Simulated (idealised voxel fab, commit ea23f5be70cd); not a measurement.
voxel lift off: a process module
Shown is cross-section cut, with a width of 215 nm and square cells of size 5 nm.
A cross-section is a grid of square cells, given in bands from the top down. A band is one or more rows of cells. Quick guide to a band line: top height, bottom height (nm) up front; then every material left to right with its width in nm. Only one material and it's marked "all across"? Then it fills the band edge to edge. And "empty" just means empty space. We count height from 0. Below that, the starting wafer is all one material. The lowest band never ends at the bottom but goes on down; see "0 -> down" for how that is written. Per-row width for "30..40": begins at first number (top row of band), ends at second number (bottom row), increment between rows held constant. The cross-section has no changed cell in any step marked "changes: none". For the entry "Enclosed void list", the listed items are empty spaces with no open way to the top whose size is 8 cells or more; each item follows the pattern width x height at distance, where distance is from the left edge and all three are in nm. Anything after a step's settings on that line? It's the simulator's own note about the step. overlay nm: mask right of planned place by this much (step with mask). Neg. = left.

### Steps in the process plan
1,RECEIVE with material Si
2,CONFORMAL_DEP with material Al2O3, thk nm 10
3,PATTERN with tone open, mask id LINES, material resist, width nm 25, pitch nm 45, thk nm 25, overlay nm 0
4,DIRECTIONAL_DEP with material Ru, thk nm 15
5,STRIP with etch materials resist
6,CONFORMAL_DEP with material SiCN, thk nm 5

### The following pertains to the first of two wafers, which was processed as planned

### As-received wafer cross-section (after step 1)
	0 -> down: Si all across
	Enclosed void list: none

### State of the wafer after step 2, shown in cross-section
	10 -> 0: Al2O3 all across
	All layers under 0 are left as they were.

### State of the wafer after step 3, shown in cross-section
	35 -> 10: 25 resist  25 empty  20 resist  25 empty  20 resist  25 empty  20 resist  25 empty  30 resist
	All layers under 10 are left as they were.

### State of the wafer after step 4, shown in cross-section
	50 -> 35: 25 Ru  25 empty  20 Ru  25 empty  20 Ru  25 empty  20 Ru  25 empty  30 Ru
	35 -> 25: 25 resist  25 empty  20 resist  25 empty  20 resist  25 empty  20 resist  25 empty  30 resist
	25 -> 10: 25 resist  25 Ru  20 resist  25 Ru  20 resist  25 Ru  20 resist  25 Ru  30 resist
	All layers under 10 are left as they were.

### State of the wafer after step 5, shown in cross-section
	25 -> 10: 25 empty  25 Ru  20 empty  25 Ru  20 empty  25 Ru  20 empty  25 Ru  30 empty
	All layers under 10 are left as they were.

### State of the wafer after step 6, shown in cross-section
	30 -> 25: 20 empty  35 SiCN  10 empty  35 SiCN  10 empty  35 SiCN  10 empty  35 SiCN  25 empty
	25 -> 15: 20 empty  5 SiCN  25 Ru  5 SiCN  10 empty  5 SiCN  25 Ru  5 SiCN  10 empty  5 SiCN  25 Ru  5 SiCN  10 empty  5 SiCN  25 Ru  5 SiCN  25 empty
	15 -> 10: 25 SiCN  25 Ru  20 SiCN  25 Ru  20 SiCN  25 Ru  20 SiCN  25 Ru  30 SiCN
	All layers under 10 are left as they were.

### Second wafer - shared start and plan with the first - one error in running - same as the first up to step 1 inclusive

Cross-section of the second wafer at the time step 2 of the plan should have ended: changes: none

### Cross-section of the second wafer at the time step 3 of the plan should have ended
	25 -> 0: 25 resist  25 empty  20 resist  25 empty  20 resist  25 empty  20 resist  25 empty  30 resist
	All layers under 0 are left as they were.

### Cross-section of the second wafer at the time step 4 of the plan should have ended
	40 -> 25: 25 Ru  25 empty  20 Ru  25 empty  20 Ru  25 empty  20 Ru  25 empty  30 Ru
	25 -> 15: 25 resist  25 empty  20 resist  25 empty  20 resist  25 empty  20 resist  25 empty  30 resist
	15 -> 0: 25 resist  25 Ru  20 resist  25 Ru  20 resist  25 Ru  20 resist  25 Ru  30 resist
	All layers under 0 are left as they were.

### Cross-section of the second wafer at the time step 5 of the plan should have ended
	15 -> 0: 25 empty  25 Ru  20 empty  25 Ru  20 empty  25 Ru  20 empty  25 Ru  30 empty
	All layers under 0 are left as they were.

### Cross-section of the second wafer at the time step 6 of the plan should have ended
	20 -> 15: 20 empty  35 SiCN  10 empty  35 SiCN  10 empty  35 SiCN  10 empty  35 SiCN  25 empty
	15 -> 5: 20 empty  5 SiCN  25 Ru  5 SiCN  10 empty  5 SiCN  25 Ru  5 SiCN  10 empty  5 SiCN  25 Ru  5 SiCN  10 empty  5 SiCN  25 Ru  5 SiCN  25 empty
	5 -> 0: 25 SiCN  25 Ru  20 SiCN  25 Ru  20 SiCN  25 Ru  20 SiCN  25 Ru  30 SiCN
	All layers under 0 are left as they were.
Here's what went sideways: no execution of plan step 2; skipped
at the end the second wafer has, in cells: Al2O3 -86
